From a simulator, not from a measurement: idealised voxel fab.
The following is a process module called voxel double patterning.
Cross-sectional view cut (width: 260 nm; square cell size: 5 nm).
Bands, listed from the top down, are how a cross-section gets written in this document; the cross-section itself is a grid of square cells, and a band is one or more rows of them.
Look at the band entry: it leads with the top's height and the bottom's height in nm. Then it lists the materials left to right, with a width in nm for each. The word "throughout" on a single material says that material fills the band edge to edge. The word "blank" is empty space.
We count height from 0. Below that, the starting wafer is all one material. The lowest band never ends at the bottom but goes on down; see "z 0 and below" for how that is written.
Note: "30->40" means the width goes from the first number (top row of the band) to the second number (bottom row) in equal steps per row of cells.
"remained the same" after a step means that no cell of the cross-section changed.
Heads up: "Unvented voids" only lists the empty pockets with no open path to the top that are 8 cells or more, and it writes them as width x height at distance, distance from the left edge, in nm.
Text after the settings on a step's line: the simulator's own remark on that step.
"overlay nm" on a masked step: distance the mask lay right of its planned place, negative for left.

### Set out below are the planned steps of the process
step 1: RECEIVE (material Si)
step 2: CONFORMAL_DEP (material SiN; thk nm 10)
step 3: DIRECTIONAL_DEP (material SiO2; thk nm 15)
step 4: DIRECTIONAL_DEP (material SiCN; thk nm 10)
step 5: PATTERN (tone open; mask id FIRST; material resist; width nm 15; pitch nm 50; thk nm 15; overlay nm 0)
step 6: DIRECTIONAL_ETCH (etch materials SiCN; depth nm 10)
step 7: STRIP (etch materials resist)
step 8: DIRECTIONAL_DEP (material aC; thk nm 15)
step 9: PATTERN (tone open; mask id SECOND; material resist; width nm 15; thk nm 35; overlay nm 0)
step 10: DIRECTIONAL_ETCH (etch materials aC; depth nm 15)
step 11: STRIP (etch materials resist)
step 12: DIRECTIONAL_ETCH (etch materials SiCN; depth nm 10)
step 13: STRIP (etch materials aC)
step 14: DIRECTIONAL_ETCH (etch materials SiO2; depth nm 15)
step 15: STRIP (etch materials SiCN)
Keep in mind the plan's value for the width nm of step 9 comes from the first wafer; the wafers don't share that setting, but they do share the same starting point.

### The first of several wafers in cross-section, exactly as it reached us after step 1
- z 0 and below  Si throughout
- Unvented voids: none

### Wafer rows, end of module: cells per material gained (+) or lost (-) since receipt; closed voids last
width nm 15; +104 SiN; +129 SiO2; Unvented voids: none
width nm 20; +104 SiN; +126 SiO2; Unvented voids: none
width nm 25; +104 SiN; +123 SiO2; Unvented voids: none
width nm 30; +104 SiN; +120 SiO2; Unvented voids: none
